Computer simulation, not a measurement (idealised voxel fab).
Process module, titled voxel self aligned vias
Section cut is 285 nm wide and gridded with 5 nm square cells.
How to read a cross-section here: the picture is a grid of square cells, written as bands going from the top down, and any band can span one or more rows of cells.
For a band, the entry starts with two heights in nm, that of the top and then that of the bottom, and carries on with the band's materials in order from left to right, each alongside its width in nm; the word "all across" beside a single material means it fills the band edge to edge, and "blank" means empty space.
Note: height 0 marks the level under which the wafer is uniformly one material as received. Lowest band unbounded below, written "top 0, no bottom".
Note: "30..40" means the width goes from the first number (top row of the band) to the second number (bottom row) in equal steps per row of cells.
Basically "no change occurred" means that step didn't change any cell in the cross-section.
Each empty space that has no open way to the top and spans at least 8 cells appears under "Closed-off voids" as width x height at distance, the distance counted from the left edge, all in nm.
Read whatever lies past the settings on a step's line as the simulator's own remark about the step.
What "overlay nm" on a step's line means: if the step has a mask, that mask lay this far to the right of its planned place, or, when the value is negative, to the left.
These are the steps we planned for the process:
1,RECEIVE [material Si]
2,CONFORMAL_DEP [material SiO2] [thk nm 10]
3,CONFORMAL_DEP [material SiCN] [thk nm 5]
4,DIRECTIONAL_DEP [material SiO2] [thk nm 30]
5,MASKED_ETCH [tone open] [mask id LINES] [width nm 25] [pitch nm 60] [etch materials SiO2] [depth nm 30] [overlay nm 0]
6,CONFORMAL_DEP [material TiN] [thk nm 5]
7,FILL_DEP [material Ru] [thk nm 5]
8,CMP [height nm 45]
9,SELECTIVE_ETCH [etch materials W Ru TiN] [depth nm 10]
10,FILL_DEP [material SiN] [thk nm 5]
11,CMP [height nm 45]
12,DIRECTIONAL_DEP [material SiO2] [thk nm 20]
13,DIRECTIONAL_DEP [material aC] [thk nm 10]
14,PATTERN [tone open] [mask id VIAS] [material resist] [width nm 45] [pitch nm 60] [thk nm 30] [overlay nm 0]
15,DIRECTIONAL_ETCH [etch materials aC] [depth nm 10]
16,STRIP [etch materials resist]
17,DIRECTIONAL_ETCH [etch materials SiO2] [depth nm 20]
18,DIRECTIONAL_ETCH [etch materials SiN] [depth nm 10]
19,STRIP [etch materials aC]
20,CONFORMAL_DEP [material TiN] [thk nm 5]
21,FILL_DEP [material Ru] [thk nm 10]
22,CMP [height nm 65]
23,CONFORMAL_DEP [material SiCN] [thk nm 5]
As received (post step 1): cross-section:
    top 0, no bottom: Si all across
    Closed-off voids: none
One mistake in running the module, otherwise start and plan as above: cross-section at the end:
    top 70, bottom 65: W all across
    top 65, bottom 50: SiO2 (90) / TiN (5) / Ru (35) / TiN (5) / SiO2 (15) / TiN (5) / Ru (35) / TiN (5) / SiO2 (90)
    top 50, bottom 40: SiO2 (90..100) / TiN (15..5) / Ru (15) / TiN (15..5) / SiO2 (15..35) / TiN (15..5) / Ru (15) / TiN (15..5) / SiO2 (90..100)
    top 40, bottom 35: SiO2 (100) / TiN (25) / SiO2 (35) / TiN (25) / SiO2 (100)
    top 35, bottom 20: SiO2 (100) / TiN (5) / Ru (15) / TiN (5) / SiO2 (35) / TiN (5) / Ru (15) / TiN (5) / SiO2 (100)
    top 20, bottom 15: SiO2 (100) / TiN (25) / SiO2 (35) / TiN (25) / SiO2 (100)
    top 15, bottom 10: SiCN all across
    top 10, bottom 0: SiO2 all across
    top 0, no bottom: Si all across
    Closed-off voids: none
Deviation from plan: contrary to plan, step 23 was performed as CONFORMAL_DEP [material W] [thk nm 5]
